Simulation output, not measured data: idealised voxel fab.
process module | voxel trench capacitor
cross-section cut | 240 nm wide | cells 5 nm
A cross-section is a grid of square cells, given in bands from the top down. A band is one or more rows of cells.
Each band's line starts with the height of the band's top and of its bottom, in nm. Then come its materials from left to right, each with its width in nm. One material with "throughout" fills the band from edge to edge. "air" is empty space.
Height 0 is the level under which the wafer as received is all one material. The lowest band goes on downwards, as in "0 down".
A width such as "30 to 40" changes by the same amount from each row of cells to the next, from the band's top row to its bottom row.
"no change" after a step means that no cell of the cross-section changed.
closed voids: empty space of 8 cells or more with no open way to the top, each as width x height at its distance from the left edge, in nm
after a step's settings: what the simulator itself notes on the step
overlay nm, on a step with a mask: how far to the right of its planned place the mask lay; to the left if negative
plan
1 op RECEIVE | material Si
2 op CONFORMAL_DEP | material SiN | thk nm 10
3 op MASKED_ETCH | tone open | mask id TRENCH | width nm 30 | pitch nm 60 | etch materials SiN | depth nm 10 | overlay nm 0
4 op MASKED_ETCH | tone open | mask id TRENCH | width nm 30 | pitch nm 60 | etch materials Si | depth nm 30 | overlay nm 0
5 op CONFORMAL_DEP | material Al2O3 | thk nm 5
6 op CONFORMAL_DEP | material TiN | thk nm 5
7 op FILL_DEP | material W | thk nm 10
8 op CMP | height nm 10
as received, after step 1
  0 down: Si throughout
  closed voids: none
a wafer at the end: this start, this plan, one mistake
  10 to 0: SiN 45 | Al2O3 5 | TiN 5 | W 10 | TiN 5 | Al2O3 5 | SiN 30 | Al2O3 5 | TiN 5 | W 10 | TiN 5 | Al2O3 5 | SiN 30 | Al2O3 5 | TiN 5 | W 10 | TiN 5 | Al2O3 5 | SiN 45
  0 to -10: Si 45 | Al2O3 5 | TiN 5 | W 10 | TiN 5 | Al2O3 5 | Si 30 | Al2O3 5 | TiN 5 | W 10 | TiN 5 | Al2O3 5 | Si 30 | Al2O3 5 | TiN 5 | W 10 | TiN 5 | Al2O3 5 | Si 45
  -10 to -15: Si 45 | Al2O3 5 | TiN 20 | Al2O3 5 | Si 30 | Al2O3 5 | TiN 20 | Al2O3 5 | Si 30 | Al2O3 5 | TiN 20 | Al2O3 5 | Si 45
  -15 to -20: Si 45 | Al2O3 30 | Si 30 | Al2O3 30 | Si 30 | Al2O3 30 | Si 45
  -20 down: Si throughout
  closed voids: none
what went wrong: step 4 ran as: op MASKED_ETCH | tone open | mask id TRENCH | width nm 30 | pitch nm 60 | etch materials Si | depth nm 20 | overlay nm 0
